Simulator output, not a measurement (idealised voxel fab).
Title: Process Module voxel capacitor over wiring
cross-section cut | 180 nm wide | cells 5 nm
Cross-section format: a grid of square cells, given as bands from top to bottom; each band is one or more rows of cells. Top, bottom (nm), then materials left to right with widths (nm); lone material tagged "edge to edge" fills the whole band edge to edge; "air" = empty space. Where do heights start? At 0: under that level the wafer as delivered is made of one material only. And the lowest band has no floor; it just carries on downward, as in "0 nm and below". A width given as "30..40" starts at the first number in the band's top row and ends at the second number in its bottom row, shifting by an equal amount at every step from row to row. Reading "stayed the same" for a step: not a cell of the cross-section changed in it. You'll see "Non-vented voids" listing empty spaces that have no way open to the top, as long as they're 8 cells or more; the notation is width x height at distance, where the distance is from the left edge, and all of it is in nm. Anything after a step's settings on that line? It's the simulator's own note about the step. Steps that use a mask can have "overlay nm" on their line. It says how far the mask sat to the right of where it was meant to be. Negative means to the left.

List of planned process steps:
1 RECEIVE,material Si
2 CONFORMAL_DEP,material SiO2,thk nm 10
3 DIRECTIONAL_DEP,material TiN,thk nm 5
4 DIRECTIONAL_DEP,material Ru,thk nm 20
5 MASKED_ETCH,tone cover,mask id METAL_1,width nm 20,pitch nm 75,etch materials Ru,depth nm 20,overlay nm 0
6 MASKED_ETCH,tone cover,mask id METAL_1,width nm 20,pitch nm 75,etch materials TiN,depth nm 5,overlay nm 0
7 CONFORMAL_DEP,material SiN,thk nm 5
8 FILL_DEP,material SiO2,thk nm 10
9 CMP,height nm 35
10 CONFORMAL_DEP,material SiCN,thk nm 5
11 DIRECTIONAL_DEP,material lowk,thk nm 10
12 PATTERN,tone open,mask id PLUG_1,material resist,width nm 15,thk nm 15,overlay nm 0
13 DIRECTIONAL_ETCH,etch materials lowk,depth nm 10
14 DIRECTIONAL_ETCH,etch materials SiCN,depth nm 5
15 STRIP,etch materials resist
16 CONFORMAL_DEP,material TiN,thk nm 5
17 FILL_DEP,material W,thk nm 10
18 CMP,height nm 50
19 DIRECTIONAL_DEP,material TiN,thk nm 5
20 DIRECTIONAL_DEP,material SiN,thk nm 5
21 DIRECTIONAL_DEP,material TiN,thk nm 10
22 PATTERN,tone cover,mask id UPPER_PLATE,material resist,width nm 60,thk nm 15,overlay nm 0
23 DIRECTIONAL_ETCH,etch materials TiN,depth nm 10
24 DIRECTIONAL_ETCH,etch materials SiN,depth nm 5
25 STRIP,etch materials resist
26 PATTERN,tone cover,mask id LOWER_PLATE,material resist,width nm 70,thk nm 15,overlay nm 0
27 DIRECTIONAL_ETCH,etch materials TiN,depth nm 5
28 STRIP,etch materials resist
29 FILL_DEP,material SiO2,thk nm 15
30 CMP,height nm 80
31 PATTERN,tone open,mask id PLUG_2,material resist,width nm 15,thk nm 15,overlay nm 0
32 DIRECTIONAL_ETCH,etch materials SiO2,depth nm 10
33 STRIP,etch materials resist
34 CONFORMAL_DEP,material TiN,thk nm 5
35 FILL_DEP,material Ru,thk nm 10
36 CMP,height nm 80
37 CONFORMAL_DEP,material SiCN,thk nm 5

Account of the first of two wafers, which was processed as intended:

The cross-section here shows the wafer as received, i.e. in its state after step 1:
- 0 nm and below: Si edge to edge
- Non-vented voids: none

After step 2: wafer cross-section:
- 10 nm to 0 nm: SiO2 edge to edge
- At heights below 0, the structure remains unaltered.

After step 3: wafer cross-section:
- 15 nm to 10 nm: TiN edge to edge
- At heights below 10, the structure remains unaltered.

After step 4: wafer cross-section:
- 35 nm to 15 nm: Ru edge to edge
- At heights below 15, the structure remains unaltered.

After step 5: wafer cross-section:
- 35 nm to 15 nm: air 40 nm  Ru 20 nm  air 55 nm  Ru 20 nm  air 45 nm
- At heights below 15, the structure remains unaltered.

After step 6: wafer cross-section:
- 35 nm to 15 nm: air 40 nm  Ru 20 nm  air 55 nm  Ru 20 nm  air 45 nm
- 15 nm to 10 nm: air 40 nm  TiN 20 nm  air 55 nm  TiN 20 nm  air 45 nm
- At heights below 10, the structure remains unaltered.

After step 7: wafer cross-section:
- 40 nm to 35 nm: air 35 nm  SiN 30 nm  air 45 nm  SiN 30 nm  air 40 nm
- 35 nm to 15 nm: air 35 nm  SiN 5 nm  Ru 20 nm  SiN 5 nm  air 45 nm  SiN 5 nm  Ru 20 nm  SiN 5 nm  air 40 nm
- 15 nm to 10 nm: SiN 40 nm  TiN 20 nm  SiN 55 nm  TiN 20 nm  SiN 45 nm
- At heights below 10, the structure remains unaltered.

After step 8: wafer cross-section:
- 50 nm to 40 nm: SiO2 edge to edge
- 40 nm to 35 nm: SiO2 35 nm  SiN 30 nm  SiO2 45 nm  SiN 30 nm  SiO2 40 nm
- 35 nm to 15 nm: SiO2 35 nm  SiN 5 nm  Ru 20 nm  SiN 5 nm  SiO2 45 nm  SiN 5 nm  Ru 20 nm  SiN 5 nm  SiO2 40 nm
- At heights below 15, the structure remains unaltered.

After step 9: wafer cross-section:
- 35 nm to 15 nm: SiO2 35 nm  SiN 5 nm  Ru 20 nm  SiN 5 nm  SiO2 45 nm  SiN 5 nm  Ru 20 nm  SiN 5 nm  SiO2 40 nm
- At heights below 15, the structure remains unaltered.

After step 10: wafer cross-section:
- 40 nm to 35 nm: SiCN edge to edge
- At heights below 35, the structure remains unaltered.

After step 11: wafer cross-section:
- 50 nm to 40 nm: lowk edge to edge
- At heights below 40, the structure remains unaltered.

After step 12: wafer cross-section:
- 65 nm to 50 nm: resist 45 nm  air 15 nm  resist 120 nm
- At heights below 50, the structure remains unaltered.

After step 13: wafer cross-section:
- 65 nm to 50 nm: resist 45 nm  air 15 nm  resist 120 nm
- 50 nm to 40 nm: lowk 45 nm  air 15 nm  lowk 120 nm
- At heights below 40, the structure remains unaltered.

After step 14: wafer cross-section:
- 65 nm to 50 nm: resist 45 nm  air 15 nm  resist 120 nm
- 50 nm to 40 nm: lowk 45 nm  air 15 nm  lowk 120 nm
- 40 nm to 35 nm: SiCN 45 nm  air 15 nm  SiCN 120 nm
- At heights below 35, the structure remains unaltered.

After step 15: wafer cross-section:
- 50 nm to 40 nm: lowk 45 nm  air 15 nm  lowk 120 nm
- At heights below 40, the structure remains unaltered.

After step 16: wafer cross-section:
- 55 nm to 50 nm: TiN 50 nm  air 5 nm  TiN 125 nm
- 50 nm to 40 nm: lowk 45 nm  TiN 5 nm  air 5 nm  TiN 5 nm  lowk 120 nm
- 40 nm to 35 nm: SiCN 45 nm  TiN 15 nm  SiCN 120 nm
- At heights below 35, the structure remains unaltered.

After step 17: wafer cross-section:
- 65 nm to 55 nm: W edge to edge
- 55 nm to 50 nm: TiN 50 nm  W 5 nm  TiN 125 nm
- 50 nm to 40 nm: lowk 45 nm  TiN 5 nm  W 5 nm  TiN 5 nm  lowk 120 nm
- At heights below 40, the structure remains unaltered.

After step 18: wafer cross-section:
- 50 nm to 40 nm: lowk 45 nm  TiN 5 nm  W 5 nm  TiN 5 nm  lowk 120 nm
- At heights below 40, the structure remains unaltered.

After step 19: wafer cross-section:
- 55 nm to 50 nm: TiN edge to edge
- At heights below 50, the structure remains unaltered.

After step 20: wafer cross-section:
- 60 nm to 55 nm: SiN edge to edge
- At heights below 55, the structure remains unaltered.

After step 21: wafer cross-section:
- 70 nm to 60 nm: TiN edge to edge
- At heights below 60, the structure remains unaltered.

After step 22: wafer cross-section:
- 85 nm to 70 nm: air 45 nm  resist 60 nm  air 75 nm
- At heights below 70, the structure remains unaltered.

After step 23: wafer cross-section:
- 85 nm to 70 nm: air 45 nm  resist 60 nm  air 75 nm
- 70 nm to 60 nm: air 45 nm  TiN 60 nm  air 75 nm
- At heights below 60, the structure remains unaltered.

After step 24: wafer cross-section:
- 85 nm to 70 nm: air 45 nm  resist 60 nm  air 75 nm
- 70 nm to 60 nm: air 45 nm  TiN 60 nm  air 75 nm
- 60 nm to 55 nm: air 45 nm  SiN 60 nm  air 75 nm
- At heights below 55, the structure remains unaltered.

After step 25: wafer cross-section:
- 70 nm to 60 nm: air 45 nm  TiN 60 nm  air 75 nm
- At heights below 60, the structure remains unaltered.

After step 26: wafer cross-section:
- 85 nm to 70 nm: air 40 nm  resist 70 nm  air 70 nm
- 70 nm to 60 nm: air 40 nm  resist 5 nm  TiN 60 nm  resist 5 nm  air 70 nm
- 60 nm to 55 nm: air 40 nm  resist 5 nm  SiN 60 nm  resist 5 nm  air 70 nm
- At heights below 55, the structure remains unaltered.

After step 27: wafer cross-section:
- 85 nm to 70 nm: air 40 nm  resist 70 nm  air 70 nm
- 70 nm to 60 nm: air 40 nm  resist 5 nm  TiN 60 nm  resist 5 nm  air 70 nm
- 60 nm to 55 nm: air 40 nm  resist 5 nm  SiN 60 nm  resist 5 nm  air 70 nm
- 55 nm to 50 nm: air 40 nm  TiN 70 nm  air 70 nm
- At heights below 50, the structure remains unaltered.

After step 28: wafer cross-section:
- 70 nm to 60 nm: air 45 nm  TiN 60 nm  air 75 nm
- 60 nm to 55 nm: air 45 nm  SiN 60 nm  air 75 nm
- At heights below 55, the structure remains unaltered.

After step 29: wafer cross-section:
- 85 nm to 70 nm: SiO2 edge to edge
- 70 nm to 60 nm: SiO2 45 nm  TiN 60 nm  SiO2 75 nm
- 60 nm to 55 nm: SiO2 45 nm  SiN 60 nm  SiO2 75 nm
- 55 nm to 50 nm: SiO2 40 nm  TiN 70 nm  SiO2 70 nm
- At heights below 50, the structure remains unaltered.

After step 30: wafer cross-section:
- 80 nm to 70 nm: SiO2 edge to edge
- At heights below 70, the structure remains unaltered.

After step 31: wafer cross-section:
- 95 nm to 80 nm: resist 55 nm  air 15 nm  resist 110 nm
- At heights below 80, the structure remains unaltered.

After step 32: wafer cross-section:
- 95 nm to 80 nm: resist 55 nm  air 15 nm  resist 110 nm
- 80 nm to 70 nm: SiO2 55 nm  air 15 nm  SiO2 110 nm
- At heights below 70, the structure remains unaltered.

After step 33: wafer cross-section:
- 80 nm to 70 nm: SiO2 55 nm  air 15 nm  SiO2 110 nm
- At heights below 70, the structure remains unaltered.

After step 34: wafer cross-section:
- 85 nm to 80 nm: TiN 60 nm  air 5 nm  TiN 115 nm
- 80 nm to 75 nm: SiO2 55 nm  TiN 5 nm  air 5 nm  TiN 5 nm  SiO2 110 nm
- 75 nm to 70 nm: SiO2 55 nm  TiN 15 nm  SiO2 110 nm
- At heights below 70, the structure remains unaltered.

After step 35: wafer cross-section:
- 95 nm to 85 nm: Ru edge to edge
- 85 nm to 80 nm: TiN 60 nm  Ru 5 nm  TiN 115 nm
- 80 nm to 75 nm: SiO2 55 nm  TiN 5 nm  Ru 5 nm  TiN 5 nm  SiO2 110 nm
- At heights below 75, the structure remains unaltered.

After step 36: wafer cross-section:
- 80 nm to 75 nm: SiO2 55 nm  TiN 5 nm  Ru 5 nm  TiN 5 nm  SiO2 110 nm
- At heights below 75, the structure remains unaltered.

After step 37: wafer cross-section:
- 85 nm to 80 nm: SiCN edge to edge
- At heights below 80, the structure remains unaltered.

The second wafer began exactly as the first did and followed the same plan, but one mistake was made while running it; through step 35 inclusive, the two wafers are identical:

Cross-section, second wafer, at the end time the plan gives for step 36:
- 70 nm to 60 nm: SiO2 45 nm  TiN 60 nm  SiO2 75 nm
- At heights below 60, the structure remains unaltered.

Cross-section, second wafer, at the end time the plan gives for step 37:
- 75 nm to 70 nm: SiCN edge to edge
- At heights below 70, the structure remains unaltered.
In executing the process, a mistake was made relative to the plan: step 36 did not use the planned setting and instead ran as CMP,height nm 70
Wrapping up, a cell-based count of both wafers puts the second over or under the first for these materials: -1 Ru | -66 SiO2 | -5 TiN
